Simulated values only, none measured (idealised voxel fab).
process module | voxel capacitor over wiring
Pictured: cross-section cut, 195 nm wide, on a grid of 5 nm square cells.
Format of a cross-section: grid, square cells. Given as bands. Order: top down. Band: one or more rows of cells. The band entry comprises the height of the band's top followed by the height of its bottom, expressed in nm, and subsequently the band's materials from left to right, each stated together with its width in nm. Where a single material is marked with the word "edge to edge", that material fills the band from edge to edge. The word "blank" represents empty space. Heights are expressed relative to 0, this being the level below which the as-received wafer comprises one material exclusively. The lowest band is unbounded in the downward direction and is denoted as in "from 0 down". Quick explanation for "30 to 40": the width changes in equal steps down the rows of cells, from the first number in the band's top row to the second number in its bottom row. Take "nothing changed" at face value: in the step it is given for, the cross-section changed in none of its cells. "Voids, sealed" contains a list of empty spaces, each no smaller than 8 cells and without an open way to the top, written in the form width x height at distance with the distance from the left edge and all three in nm. It should be noted that, on the line of a given step, the content following the step's settings is a remark produced by the simulator itself with respect to that step. overlay nm: mask right of planned place by this much (step with mask). Neg. = left. Heads up before you read on: it's before/after pairs around one process step each, after side only down to the lowest band that changed, step plus settings under the pair. Pairs can be from different runs of this module, same starting wafer, so only chain a pair onto the one above if its "Pre-step profile" entry says so.
**Pre-step profile**
> from 0 down: Si edge to edge
> Voids, sealed: none
**Cross-Section After Step**
> from 15 to 0: SiO2 edge to edge
> Below 0 it's all the same as before, nothing changed down there.
> Voids, sealed: none
It is this step that lies between the two cross-sections above: op CONFORMAL_DEP | material SiO2 | thk nm 15
Pre-step profile: The prior state of this step coincides with the post-step cross-section of the pair just above.
**Cross-Section After Step**
> from 20 to 15: TiN edge to edge
> Below 15 it's all the same as before, nothing changed down there.
> Voids, sealed: none
It is this step that lies between the two cross-sections above: op DIRECTIONAL_DEP | material TiN | thk nm 5
Pre-step profile: The prior state of this step coincides with the post-step cross-section of the pair just above.
**Cross-Section After Step**
> from 45 to 20: W edge to edge
> Below 20 it's all the same as before, nothing changed down there.
> Voids, sealed: none
It is this step that lies between the two cross-sections above: op DIRECTIONAL_DEP | material W | thk nm 25
Pre-step profile: The prior state of this step coincides with the post-step cross-section of the pair just above.
**Cross-Section After Step**
> from 45 to 20: blank 45 | W 25 | blank 55 | W 25 | blank 45
> Below 20 it's all the same as before, nothing changed down there.
> Voids, sealed: none
It is this step that lies between the two cross-sections above: op MASKED_ETCH | tone cover | mask id METAL_1 | width nm 25 | pitch nm 80 | etch materials W | depth nm 25 | overlay nm 0
Pre-step profile: The prior state of this step coincides with the post-step cross-section of the pair just above.
**Cross-Section After Step**
> from 45 to 20: blank 45 | W 25 | blank 55 | W 25 | blank 45
> from 20 to 15: blank 45 | TiN 25 | blank 55 | TiN 25 | blank 45
> Below 15 it's all the same as before, nothing changed down there.
> Voids, sealed: none
It is this step that lies between the two cross-sections above: op MASKED_ETCH | tone cover | mask id METAL_1 | width nm 25 | pitch nm 80 | etch materials TiN | depth nm 5 | overlay nm 0
Pre-step profile: The prior state of this step coincides with the post-step cross-section of the pair just above.
**Cross-Section After Step**
> from 55 to 45: SiO2 edge to edge
> from 45 to 20: SiO2 45 | W 25 | SiO2 55 | W 25 | SiO2 45
> from 20 to 15: SiO2 45 | TiN 25 | SiO2 55 | TiN 25 | SiO2 45
> Below 15 it's all the same as before, nothing changed down there.
> Voids, sealed: none
It is this step that lies between the two cross-sections above: op FILL_DEP | material SiO2 | thk nm 10
Pre-step profile: The prior state of this step coincides with the post-step cross-section of the pair just above.
**Cross-Section After Step**
> from 45 to 20: SiO2 45 | W 25 | SiO2 55 | W 25 | SiO2 45
> Below 20 it's all the same as before, nothing changed down there.
> Voids, sealed: none
It is this step that lies between the two cross-sections above: op CMP | height nm 45
Pre-step profile: The prior state of this step coincides with the post-step cross-section of the pair just above.
**Cross-Section After Step**
> from 50 to 45: SiCN edge to edge
> Below 45 it's all the same as before, nothing changed down there.
> Voids, sealed: none
It is this step that lies between the two cross-sections above: op CONFORMAL_DEP | material SiCN | thk nm 5
Pre-step profile: The prior state of this step coincides with the post-step cross-section of the pair just above.
**Cross-Section After Step**
> from 70 to 50: SiO2 edge to edge
> Below 50 it's all the same as before, nothing changed down there.
> Voids, sealed: none
It is this step that lies between the two cross-sections above: op DIRECTIONAL_DEP | material SiO2 | thk nm 20
Pre-step profile: The prior state of this step coincides with the post-step cross-section of the pair just above.
**Cross-Section After Step**
> from 90 to 70: resist 55 | blank 15 | resist 125
> Below 70 it's all the same as before, nothing changed down there.
> Voids, sealed: none
It is this step that lies between the two cross-sections above: op PATTERN | tone open | mask id PLUG_1 | material resist | width nm 15 | thk nm 20 | overlay nm 0
Pre-step profile: The prior state of this step coincides with the post-step cross-section of the pair just above.
**Cross-Section After Step**
> from 90 to 70: resist 55 | blank 15 | resist 125
> from 70 to 50: SiO2 55 | blank 15 | SiO2 125
> Below 50 it's all the same as before, nothing changed down there.
> Voids, sealed: none
It is this step that lies between the two cross-sections above: op DIRECTIONAL_ETCH | etch materials SiO2 | depth nm 20
Pre-step profile: The prior state of this step coincides with the post-step cross-section of the pair just above.
**Cross-Section After Step**
> from 90 to 70: resist 55 | blank 15 | resist 125
> from 70 to 50: SiO2 55 | blank 15 | SiO2 125
> from 50 to 45: SiCN 55 | blank 15 | SiCN 125
> Below 45 it's all the same as before, nothing changed down there.
> Voids, sealed: none
It is this step that lies between the two cross-sections above: op DIRECTIONAL_ETCH | etch materials SiCN | depth nm 5
Pre-step profile: The prior state of this step coincides with the post-step cross-section of the pair just above.
**Cross-Section After Step**
> from 70 to 50: SiO2 55 | blank 15 | SiO2 125
> Below 50 it's all the same as before, nothing changed down there.
> Voids, sealed: none
It is this step that lies between the two cross-sections above: op STRIP | etch materials resist
Pre-step profile: The prior state of this step coincides with the post-step cross-section of the pair just above.
**Cross-Section After Step**
> from 70 to 55: SiO2 55 | blank 15 | SiO2 125
> from 55 to 50: SiO2 55 | Ru 15 | SiO2 125
> from 50 to 45: SiCN 55 | Ru 15 | SiCN 125
> Below 45 it's all the same as before, nothing changed down there.
> Voids, sealed: none
It is this step that lies between the two cross-sections above: op EPI | material Ru | thk nm 10
Pre-step profile: The prior state of this step coincides with the post-step cross-section of the pair just above.
**Cross-Section After Step**
> from 70 to 65: SiO2 55 | blank 15 | SiO2 125
> from 65 to 50: SiO2 55 | Ru 15 | SiO2 125
> Below 50 it's all the same as before, nothing changed down there.
> Voids, sealed: none
It is this step that lies between the two cross-sections above: op EPI | material Ru | thk nm 10
Pre-step profile: The prior state of this step coincides with the post-step cross-section of the pair just above.
**Cross-Section After Step**
> from 70 to 50: SiO2 55 | Ru 15 | SiO2 125
> Below 50 it's all the same as before, nothing changed down there.
> Voids, sealed: none
It is this step that lies between the two cross-sections above: op EPI | material Ru | thk nm 5
Pre-step profile: The prior state of this step coincides with the post-step cross-section of the pair just above.
**Cross-Section After Step**
> from 80 to 70: TiN edge to edge
> Below 70 it's all the same as before, nothing changed down there.
> Voids, sealed: none
It is this step that lies between the two cross-sections above: op DIRECTIONAL_DEP | material TiN | thk nm 10
Pre-step profile: The prior state of this step coincides with the post-step cross-section of the pair just above.
**Cross-Section After Step**
> from 85 to 80: Al2O3 edge to edge
> Below 80 it's all the same as before, nothing changed down there.
> Voids, sealed: none
It is this step that lies between the two cross-sections above: op DIRECTIONAL_DEP | material Al2O3 | thk nm 5
Pre-step profile: The prior state of this step coincides with the post-step cross-section of the pair just above.
**Cross-Section After Step**
> from 90 to 85: TiN edge to edge
> Below 85 it's all the same as before, nothing changed down there.
> Voids, sealed: none
It is this step that lies between the two cross-sections above: op DIRECTIONAL_DEP | material TiN | thk nm 5
Pre-step profile: The prior state of this step coincides with the post-step cross-section of the pair just above.
**Cross-Section After Step**
> from 105 to 90: blank 55 | resist 60 | blank 80
> Below 90 it's all the same as before, nothing changed down there.
> Voids, sealed: none
It is this step that lies between the two cross-sections above: op PATTERN | tone cover | mask id UPPER_PLATE | material resist | width nm 60 | thk nm 15 | overlay nm 0
Pre-step profile: The prior state of this step coincides with the post-step cross-section of the pair just above.
**Cross-Section After Step**
> from 105 to 90: blank 55 | resist 60 | blank 80
> from 90 to 85: blank 55 | TiN 60 | blank 80
> Below 85 it's all the same as before, nothing changed down there.
> Voids, sealed: none
It is this step that lies between the two cross-sections above: op DIRECTIONAL_ETCH | etch materials TiN | depth nm 5
Pre-step profile: The prior state of this step coincides with the post-step cross-section of the pair just above.
**Cross-Section After Step**
> from 105 to 90: blank 55 | resist 60 | blank 80
> from 90 to 85: blank 55 | TiN 60 | blank 80
> from 85 to 80: blank 55 | Al2O3 60 | blank 80
> Below 80 it's all the same as before, nothing changed down there.
> Voids, sealed: none
It is this step that lies between the two cross-sections above: op DIRECTIONAL_ETCH | etch materials Al2O3 | depth nm 5
Pre-step profile: The prior state of this step coincides with the post-step cross-section of the pair just above.
**Cross-Section After Step**
> from 90 to 85: blank 55 | TiN 60 | blank 80
> Below 85 it's all the same as before, nothing changed down there.
> Voids, sealed: none
It is this step that lies between the two cross-sections above: op STRIP | etch materials resist
Pre-step profile: The prior state of this step coincides with the post-step cross-section of the pair just above.
**Cross-Section After Step**
> from 90 to 85: blank 55 | TiN 60 | blank 80
> from 85 to 80: blank 55 | Al2O3 60 | blank 80
> from 80 to 70: blank 50 | TiN 70 | blank 75
> Below 70 it's all the same as before, nothing changed down there.
> Voids, sealed: none
It is this step that lies between the two cross-sections above: op MASKED_ETCH | tone cover | mask id LOWER_PLATE | width nm 70 | etch materials TiN | depth nm 10 | overlay nm 0
Pre-step profile: The prior state of this step coincides with the post-step cross-section of the pair just above.
**Cross-Section After Step**
> from 105 to 90: SiO2 edge to edge
> from 90 to 85: SiO2 55 | TiN 60 | SiO2 80
> from 85 to 80: SiO2 55 | Al2O3 60 | SiO2 80
> from 80 to 70: SiO2 50 | TiN 70 | SiO2 75
> Below 70 it's all the same as before, nothing changed down there.
> Voids, sealed: none
It is this step that lies between the two cross-sections above: op FILL_DEP | material SiO2 | thk nm 15
Pre-step profile: The prior state of this step coincides with the post-step cross-section of the pair just above.
**Cross-Section After Step**
> from 100 to 90: SiO2 edge to edge
> Below 90 it's all the same as before, nothing changed down there.
> Voids, sealed: none
It is this step that lies between the two cross-sections above: op CMP | height nm 100
Pre-step profile: The prior state of this step coincides with the post-step cross-section of the pair just above.
**Cross-Section After Step**
> from 115 to 100: resist 65 | blank 15 | resist 115
> Below 100 it's all the same as before, nothing changed down there.
> Voids, sealed: none
It is this step that lies between the two cross-sections above: op PATTERN | tone open | mask id PLUG_2 | material resist | width nm 15 | thk nm 15 | overlay nm 0
Pre-step profile: The prior state of this step coincides with the post-step cross-section of the pair just above.
**Cross-Section After Step**
> from 115 to 100: resist 65 | blank 15 | resist 115
> from 100 to 90: SiO2 65 | blank 15 | SiO2 115
> Below 90 it's all the same as before, nothing changed down there.
> Voids, sealed: none
It is this step that lies between the two cross-sections above: op DIRECTIONAL_ETCH | etch materials SiO2 | depth nm 10
Pre-step profile: The prior state of this step coincides with the post-step cross-section of the pair just above.
**Cross-Section After Step**
> from 100 to 90: SiO2 65 | blank 15 | SiO2 115
> Below 90 it's all the same as before, nothing changed down there.
> Voids, sealed: none
It is this step that lies between the two cross-sections above: op STRIP | etch materials resist
Pre-step profile: The prior state of this step coincides with the post-step cross-section of the pair just above.
**Cross-Section After Step**
> from 105 to 100: TiN 70 | blank 5 | TiN 120
> from 100 to 95: SiO2 65 | TiN 5 | blank 5 | TiN 5 | SiO2 115
> from 95 to 85: SiO2 65 to 55 | TiN 15 to 60 | SiO2 115 to 80
> Below 85 it's all the same as before, nothing changed down there.
> Voids, sealed: none
It is this step that lies between the two cross-sections above: op CONFORMAL_DEP | material TiN | thk nm 5
Pre-step profile: The prior state of this step coincides with the post-step cross-section of the pair just above.
**Cross-Section After Step**
> from 115 to 105: Ru edge to edge
> from 105 to 100: TiN 70 | Ru 5 | TiN 120
> from 100 to 95: SiO2 65 | TiN 5 | Ru 5 | TiN 5 | SiO2 115
> Below 95 it's all the same as before, nothing changed down there.
> Voids, sealed: none
It is this step that lies between the two cross-sections above: op FILL_DEP | material Ru | thk nm 10
Pre-step profile: The prior state of this step coincides with the post-step cross-section of the pair just above.
**Cross-Section After Step**
> from 100 to 95: SiO2 65 | TiN 5 | Ru 5 | TiN 5 | SiO2 115
> Below 95 it's all the same as before, nothing changed down there.
> Voids, sealed: none
It is this step that lies between the two cross-sections above: op CMP | height nm 100
Pre-step profile: The prior state of this step coincides with the post-step cross-section of the pair just above.
**Cross-Section After Step**
> from 105 to 100: SiCN edge to edge
> Below 100 it's all the same as before, nothing changed down there.
> Voids, sealed: none
It is this step that lies between the two cross-sections above: op CONFORMAL_DEP | material SiCN | thk nm 5
**Pre-step profile**
> from 80 to 70: TiN edge to edge
> from 70 to 50: SiO2 55 | Ru 15 | SiO2 125
> from 50 to 45: SiCN 55 | Ru 15 | SiCN 125
> from 45 to 20: SiO2 45 | W 25 | SiO2 55 | W 25 | SiO2 45
> from 20 to 15: SiO2 45 | TiN 25 | SiO2 55 | TiN 25 | SiO2 45
> from 15 to 0: SiO2 edge to edge
> from 0 down: Si edge to edge
> Voids, sealed: none
**Cross-Section After Step**
> from 85 to 70: TiN edge to edge
> Below 70 it's all the same as before, nothing changed down there.
> Voids, sealed: none
It is this step that lies between the two cross-sections above: op DIRECTIONAL_DEP | material TiN | thk nm 5
Pre-step profile: The prior state of this step coincides with the post-step cross-section of the pair just above.
**Cross-Section After Step**
> from 100 to 85: blank 55 | resist 60 | blank 80
> Below 85 it's all the same as before, nothing changed down there.
> Voids, sealed: none
It is this step that lies between the two cross-sections above: op PATTERN | tone cover | mask id UPPER_PLATE | material resist | width nm 60 | thk nm 15 | overlay nm 0
Pre-step profile: The prior state of this step coincides with the post-step cross-section of the pair just above.
**Cross-Section After Step**
> from 100 to 85: blank 55 | resist 60 | blank 80
> from 85 to 80: blank 55 | TiN 60 | blank 80
> Below 80 it's all the same as before, nothing changed down there.
> Voids, sealed: none
It is this step that lies between the two cross-sections above: op DIRECTIONAL_ETCH | etch materials TiN | depth nm 5
Pre-step profile: The prior state of this step coincides with the post-step cross-section of the pair just above.
**Cross-Section After Step**
> from 85 to 80: blank 55 | TiN 60 | blank 80
> Below 80 it's all the same as before, nothing changed down there.
> Voids, sealed: none
It is this step that lies between the two cross-sections above: op STRIP | etch materials resist
Pre-step profile: The prior state of this step coincides with the post-step cross-section of the pair just above.
**Cross-Section After Step**
> from 85 to 80: blank 55 | TiN 60 | blank 80
> from 80 to 70: blank 50 | TiN 70 | blank 75
> Below 70 it's all the same as before, nothing changed down there.
> Voids, sealed: none
It is this step that lies between the two cross-sections above: op MASKED_ETCH | tone cover | mask id LOWER_PLATE | width nm 70 | etch materials TiN | depth nm 10 | overlay nm 0
Pre-step profile: The prior state of this step coincides with the post-step cross-section of the pair just above.
**Cross-Section After Step**
> from 100 to 85: SiO2 edge to edge
> from 85 to 80: SiO2 55 | TiN 60 | SiO2 80
> from 80 to 70: SiO2 50 | TiN 70 | SiO2 75
> Below 70 it's all the same as before, nothing changed down there.
> Voids, sealed: none
It is this step that lies between the two cross-sections above: op FILL_DEP | material SiO2 | thk nm 15
Pre-step profile: The prior state of this step coincides with the post-step cross-section of the pair just above.
**Cross-Section After Step**
> from 115 to 100: resist 65 | blank 15 | resist 115
> Below 100 it's all the same as before, nothing changed down there.
> Voids, sealed: none
It is this step that lies between the two cross-sections above: op PATTERN | tone open | mask id PLUG_2 | material resist | width nm 15 | thk nm 15 | overlay nm 0
Pre-step profile: The prior state of this step coincides with the post-step cross-section of the pair just above.
**Cross-Section After Step**
> from 115 to 100: resist 65 | blank 15 | resist 115
> from 100 to 90: SiO2 65 | blank 15 | SiO2 115
> Below 90 it's all the same as before, nothing changed down there.
> Voids, sealed: none
It is this step that lies between the two cross-sections above: op DIRECTIONAL_ETCH | etch materials SiO2 | depth nm 10
Pre-step profile: The prior state of this step coincides with the post-step cross-section of the pair just above.
**Cross-Section After Step**
> from 100 to 90: SiO2 65 | blank 15 | SiO2 115
> Below 90 it's all the same as before, nothing changed down there.
> Voids, sealed: none
It is this step that lies between the two cross-sections above: op STRIP | etch materials resist
Pre-step profile: The prior state of this step coincides with the post-step cross-section of the pair just above.
**Cross-Section After Step**
> from 105 to 100: TiN 70 | blank 5 | TiN 120
> from 100 to 95: SiO2 65 | TiN 5 | blank 5 | TiN 5 | SiO2 115
> from 95 to 90: SiO2 65 | TiN 15 | SiO2 115
> Below 90 it's all the same as before, nothing changed down there.
> Voids, sealed: none
It is this step that lies between the two cross-sections above: op CONFORMAL_DEP | material TiN | thk nm 5
Pre-step profile: The prior state of this step coincides with the post-step cross-section of the pair just above.
**Cross-Section After Step**
> from 115 to 105: Ru edge to edge
> from 105 to 100: TiN 70 | Ru 5 | TiN 120
> from 100 to 95: SiO2 65 | TiN 5 | Ru 5 | TiN 5 | SiO2 115
> Below 95 it's all the same as before, nothing changed down there.
> Voids, sealed: none
It is this step that lies between the two cross-sections above: op FILL_DEP | material Ru | thk nm 10
Pre-step profile: The prior state of this step coincides with the post-step cross-section of the pair just above.
**Cross-Section After Step**
> from 100 to 95: SiO2 65 | TiN 5 | Ru 5 | TiN 5 | SiO2 115
> Below 95 it's all the same as before, nothing changed down there.
> Voids, sealed: none
It is this step that lies between the two cross-sections above: op CMP | height nm 100
Pre-step profile: The prior state of this step coincides with the post-step cross-section of the pair just above.
**Cross-Section After Step**
> from 105 to 100: SiCN edge to edge
> Below 100 it's all the same as before, nothing changed down there.
> Voids, sealed: none
It is this step that lies between the two cross-sections above: op CONFORMAL_DEP | material SiCN | thk nm 5
**Pre-step profile**
> from 70 to 65: SiO2 55 | blank 15 | SiO2 125
> from 65 to 50: SiO2 55 | Ru 15 | SiO2 125
> from 50 to 45: SiCN 55 | Ru 15 | SiCN 125
> from 45 to 20: SiO2 45 | W 25 | SiO2 55 | W 25 | SiO2 45
> from 20 to 15: SiO2 45 | TiN 25 | SiO2 55 | TiN 25 | SiO2 45
> from 15 to 0: SiO2 edge to edge
> from 0 down: Si edge to edge
> Voids, sealed: none
**Cross-Section After Step**
> from 75 to 70: blank 50 | Ru 25 | blank 120
> from 70 to 50: SiO2 55 | Ru 15 | SiO2 125
> Below 50 it's all the same as before, nothing changed down there.
> Voids, sealed: none
It is this step that lies between the two cross-sections above: op EPI | material Ru | thk nm 10
Pre-step profile: The prior state of this step coincides with the post-step cross-section of the pair just above.
**Cross-Section After Step**
> from 80 to 70: blank 45 | Ru 35 | blank 115
> Below 70 it's all the same as before, nothing changed down there.
> Voids, sealed: none
It is this step that lies between the two cross-sections above: op EPI | material Ru | thk nm 5
Pre-step profile: The prior state of this step coincides with the post-step cross-section of the pair just above.
**Cross-Section After Step**
> from 90 to 80: blank 45 | TiN 35 | blank 115
> from 80 to 70: TiN 45 | Ru 35 | TiN 115
> Below 70 it's all the same as before, nothing changed down there.
> Voids, sealed: none
It is this step that lies between the two cross-sections above: op DIRECTIONAL_DEP | material TiN | thk nm 10
Pre-step profile: The prior state of this step coincides with the post-step cross-section of the pair just above.
**Cross-Section After Step**
> from 95 to 90: blank 45 | Al2O3 35 | blank 115
> from 90 to 85: blank 45 | TiN 35 | blank 115
> from 85 to 80: Al2O3 45 | TiN 35 | Al2O3 115
> Below 80 it's all the same as before, nothing changed down there.
> Voids, sealed: none
It is this step that lies between the two cross-sections above: op DIRECTIONAL_DEP | material Al2O3 | thk nm 5
Pre-step profile: The prior state of this step coincides with the post-step cross-section of the pair just above.
**Cross-Section After Step**
> from 100 to 95: blank 45 | TiN 35 | blank 115
> from 95 to 90: blank 45 | Al2O3 35 | blank 115
> from 90 to 85: TiN edge to edge
> Below 85 it's all the same as before, nothing changed down there.
> Voids, sealed: none
It is this step that lies between the two cross-sections above: op DIRECTIONAL_DEP | material TiN | thk nm 5
Pre-step profile: The prior state of this step coincides with the post-step cross-section of the pair just above.
**Cross-Section After Step**
> from 115 to 100: blank 55 | resist 60 | blank 80
> from 100 to 95: blank 45 | TiN 35 | resist 35 | blank 80
> from 95 to 90: blank 45 | Al2O3 35 | resist 35 | blank 80
> Below 90 it's all the same as before, nothing changed down there.
> Voids, sealed: none
It is this step that lies between the two cross-sections above: op PATTERN | tone cover | mask id UPPER_PLATE | material resist | width nm 60 | thk nm 15 | overlay nm 0
Pre-step profile: The prior state of this step coincides with the post-step cross-section of the pair just above.
**Cross-Section After Step**
> from 115 to 100: blank 55 | resist 60 | blank 80
> from 100 to 95: blank 55 | TiN 25 | resist 35 | blank 80
> from 95 to 90: blank 45 | Al2O3 35 | resist 35 | blank 80
> from 90 to 85: blank 45 | TiN 70 | blank 80
> Below 85 it's all the same as before, nothing changed down there.
> Voids, sealed: none
It is this step that lies between the two cross-sections above: op DIRECTIONAL_ETCH | etch materials TiN | depth nm 5
Pre-step profile: The prior state of this step coincides with the post-step cross-section of the pair just above.
**Cross-Section After Step**
> from 115 to 100: blank 55 | resist 60 | blank 80
> from 100 to 95: blank 55 | TiN 25 | resist 35 | blank 80
> from 95 to 90: blank 55 | Al2O3 25 | resist 35 | blank 80
> from 90 to 85: blank 45 | TiN 70 | blank 80
> from 85 to 80: blank 45 | TiN 35 | Al2O3 35 | blank 80
> Below 80 it's all the same as before, nothing changed down there.
> Voids, sealed: none
It is this step that lies between the two cross-sections above: op DIRECTIONAL_ETCH | etch materials Al2O3 | depth nm 5
Pre-step profile: The prior state of this step coincides with the post-step cross-section of the pair just above.
**Cross-Section After Step**
> from 100 to 95: blank 55 | TiN 25 | blank 115
> from 95 to 90: blank 55 | Al2O3 25 | blank 115
> Below 90 it's all the same as before, nothing changed down there.
> Voids, sealed: none
It is this step that lies between the two cross-sections above: op STRIP | etch materials resist
Pre-step profile: The prior state of this step coincides with the post-step cross-section of the pair just above.
**Cross-Section After Step**
> from 100 to 95: blank 55 | TiN 25 | blank 115
> from 95 to 90: blank 55 | Al2O3 25 | blank 115
> from 90 to 85: blank 50 | TiN 65 | blank 80
> from 85 to 80: blank 50 | TiN 30 | Al2O3 35 | blank 80
> from 80 to 70: blank 45 | Ru 35 | TiN 40 | blank 75
> Below 70 it's all the same as before, nothing changed down there.
> Voids, sealed: none
It is this step that lies between the two cross-sections above: op MASKED_ETCH | tone cover | mask id LOWER_PLATE | width nm 70 | etch materials TiN | depth nm 10 | overlay nm 0
Pre-step profile: The prior state of this step coincides with the post-step cross-section of the pair just above.
**Cross-Section After Step**
> from 115 to 100: SiO2 edge to edge
> from 100 to 95: SiO2 55 | TiN 25 | SiO2 115
> from 95 to 90: SiO2 55 | Al2O3 25 | SiO2 115
> from 90 to 85: SiO2 50 | TiN 65 | SiO2 80
> from 85 to 80: SiO2 50 | TiN 30 | Al2O3 35 | SiO2 80
> from 80 to 70: SiO2 45 | Ru 35 | TiN 40 | SiO2 75
> Below 70 it's all the same as before, nothing changed down there.
> Voids, sealed: none
It is this step that lies between the two cross-sections above: op FILL_DEP | material SiO2 | thk nm 15
Pre-step profile: The prior state of this step coincides with the post-step cross-section of the pair just above.
**Cross-Section After Step**
> from 100 to 95: SiO2 55 | TiN 25 | SiO2 115
> Below 95 it's all the same as before, nothing changed down there.
> Voids, sealed: none
It is this step that lies between the two cross-sections above: op CMP | height nm 100
Pre-step profile: The prior state of this step coincides with the post-step cross-section of the pair just above.
**Cross-Section After Step**
> from 115 to 100: resist 65 | blank 15 | resist 115
> Below 100 it's all the same as before, nothing changed down there.
> Voids, sealed: none
It is this step that lies between the two cross-sections above: op PATTERN | tone open | mask id PLUG_2 | material resist | width nm 15 | thk nm 15 | overlay nm 0
Pre-step profile: The prior state of this step coincides with the post-step cross-section of the pair just above.
**Cross-Section After Step**
> from 100 to 95: SiO2 55 | TiN 25 | SiO2 115
> Below 95 it's all the same as before, nothing changed down there.
> Voids, sealed: none
It is this step that lies between the two cross-sections above: op STRIP | etch materials resist
Pre-step profile: The prior state of this step coincides with the post-step cross-section of the pair just above.
**Cross-Section After Step**
> from 105 to 100: TiN edge to edge
> Below 100 it's all the same as before, nothing changed down there.
> Voids, sealed: none
It is this step that lies between the two cross-sections above: op CONFORMAL_DEP | material TiN | thk nm 5
Pre-step profile: The prior state of this step coincides with the post-step cross-section of the pair just above.
**Cross-Section After Step**
> from 115 to 105: Ru edge to edge
> Below 105 it's all the same as before, nothing changed down there.
> Voids, sealed: none
It is this step that lies between the two cross-sections above: op FILL_DEP | material Ru | thk nm 10
Pre-step profile: The prior state of this step coincides with the post-step cross-section of the pair just above.
**Cross-Section After Step**
> from 100 to 95: SiO2 55 | TiN 25 | SiO2 115
> Below 95 it's all the same as before, nothing changed down there.
> Voids, sealed: none
It is this step that lies between the two cross-sections above: op CMP | height nm 100
Pre-step profile: The prior state of this step coincides with the post-step cross-section of the pair just above.
**Cross-Section After Step**
> from 105 to 100: SiCN edge to edge
> Below 100 it's all the same as before, nothing changed down there.
> Voids, sealed: none
It is this step that lies between the two cross-sections above: op CONFORMAL_DEP | material SiCN | thk nm 5
**Pre-step profile**
> from 70 to 65: SiO2 55 | blank 15 | SiO2 125
> from 65 to 50: SiO2 55 | Ru 15 | SiO2 125
> from 50 to 45: SiCN 55 | Ru 15 | SiCN 125
> from 45 to 20: SiO2 45 | W 25 | SiO2 55 | W 25 | SiO2 45
> from 20 to 15: SiO2 45 | TiN 25 | SiO2 55 | TiN 25 | SiO2 45
> from 15 to 0: SiO2 edge to edge
> from 0 down: Si edge to edge
> Voids, sealed: none
**Cross-Section After Step**
> from 80 to 75: TiN 55 | blank 15 | TiN 125
> from 75 to 70: TiN edge to edge
> from 70 to 65: SiO2 55 | TiN 15 | SiO2 125
> Below 65 it's all the same as before, nothing changed down there.
> Voids, sealed: none
It is this step that lies between the two cross-sections above: op DIRECTIONAL_DEP | material TiN | thk nm 10
Pre-step profile: The prior state of this step coincides with the post-step cross-section of the pair just above.
**Cross-Section After Step**
> from 85 to 80: Ru 60 | blank 5 | Ru 130
> from 80 to 75: TiN 55 | Ru 15 | TiN 125
> Below 75 it's all the same as before, nothing changed down there.
> Voids, sealed: none
It is this step that lies between the two cross-sections above: op EPI | material Ru | thk nm 5
Pre-step profile: The prior state of this step coincides with the post-step cross-section of the pair just above.
**Cross-Section After Step**
> from 90 to 85: Al2O3 60 | blank 5 | Al2O3 130
> from 85 to 80: Ru 60 | Al2O3 5 | Ru 130
> Below 80 it's all the same as before, nothing changed down there.
> Voids, sealed: none
It is this step that lies between the two cross-sections above: op DIRECTIONAL_DEP | material Al2O3 | thk nm 5
Pre-step profile: The prior state of this step coincides with the post-step cross-section of the pair just above.
**Cross-Section After Step**
> from 95 to 90: TiN 60 | blank 5 | TiN 130
> from 90 to 85: Al2O3 60 | TiN 5 | Al2O3 130
> Below 85 it's all the same as before, nothing changed down there.
> Voids, sealed: none
It is this step that lies between the two cross-sections above: op DIRECTIONAL_DEP | material TiN | thk nm 5
Pre-step profile: The prior state of this step coincides with the post-step cross-section of the pair just above.
**Cross-Section After Step**
> from 110 to 95: blank 55 | resist 60 | blank 80
> from 95 to 90: TiN 60 | resist 5 | TiN 130
> Below 90 it's all the same as before, nothing changed down there.
> Voids, sealed: none
It is this step that lies between the two cross-sections above: op PATTERN | tone cover | mask id UPPER_PLATE | material resist | width nm 60 | thk nm 15 | overlay nm 0
Pre-step profile: The prior state of this step coincides with the post-step cross-section of the pair just above.
**Cross-Section After Step**
> from 110 to 95: blank 55 | resist 60 | blank 80
> from 95 to 90: blank 55 | TiN 5 | resist 5 | TiN 50 | blank 80
> Below 90 it's all the same as before, nothing changed down there.
> Voids, sealed: none
It is this step that lies between the two cross-sections above: op DIRECTIONAL_ETCH | etch materials TiN | depth nm 5
Pre-step profile: The prior state of this step coincides with the post-step cross-section of the pair just above.
**Cross-Section After Step**
> from 110 to 95: blank 55 | resist 60 | blank 80
> from 95 to 90: blank 55 | TiN 5 | resist 5 | TiN 50 | blank 80
> from 90 to 85: blank 55 | Al2O3 5 | TiN 5 | Al2O3 50 | blank 80
> Below 85 it's all the same as before, nothing changed down there.
> Voids, sealed: none
It is this step that lies between the two cross-sections above: op DIRECTIONAL_ETCH | etch materials Al2O3 | depth nm 5
Pre-step profile: The prior state of this step coincides with the post-step cross-section of the pair just above.
**Cross-Section After Step**
> from 95 to 90: blank 55 | TiN 5 | blank 5 | TiN 50 | blank 80
> Below 90 it's all the same as before, nothing changed down there.
> Voids, sealed: none
It is this step that lies between the two cross-sections above: op STRIP | etch materials resist
Pre-step profile: The prior state of this step coincides with the post-step cross-section of the pair just above.
**Cross-Section After Step**
> from 110 to 95: SiO2 edge to edge
> from 95 to 90: SiO2 55 | TiN 5 | SiO2 5 | TiN 50 | SiO2 80
> from 90 to 85: SiO2 55 | Al2O3 5 | TiN 5 | Al2O3 50 | SiO2 80
> Below 85 it's all the same as before, nothing changed down there.
> Voids, sealed: none
It is this step that lies between the two cross-sections above: op FILL_DEP | material SiO2 | thk nm 15
Pre-step profile: The prior state of this step coincides with the post-step cross-section of the pair just above.
**Cross-Section After Step**
> from 100 to 95: SiO2 edge to edge
> Below 95 it's all the same as before, nothing changed down there.
> Voids, sealed: none
It is this step that lies between the two cross-sections above: op CMP | height nm 100
Pre-step profile: The prior state of this step coincides with the post-step cross-section of the pair just above.
**Cross-Section After Step**
> from 115 to 100: resist 65 | blank 15 | resist 115
> Below 100 it's all the same as before, nothing changed down there.
> Voids, sealed: none
It is this step that lies between the two cross-sections above: op PATTERN | tone open | mask id PLUG_2 | material resist | width nm 15 | thk nm 15 | overlay nm 0
Pre-step profile: The prior state of this step coincides with the post-step cross-section of the pair just above.
**Cross-Section After Step**
> from 115 to 100: resist 65 | blank 15 | resist 115
> from 100 to 95: SiO2 65 | blank 15 | SiO2 115
> Below 95 it's all the same as before, nothing changed down there.
> Voids, sealed: none
It is this step that lies between the two cross-sections above: op DIRECTIONAL_ETCH | etch materials SiO2 | depth nm 10
Pre-step profile: The prior state of this step coincides with the post-step cross-section of the pair just above.
**Cross-Section After Step**
> from 100 to 95: SiO2 65 | blank 15 | SiO2 115
> Below 95 it's all the same as before, nothing changed down there.
> Voids, sealed: none
It is this step that lies between the two cross-sections above: op STRIP | etch materials resist
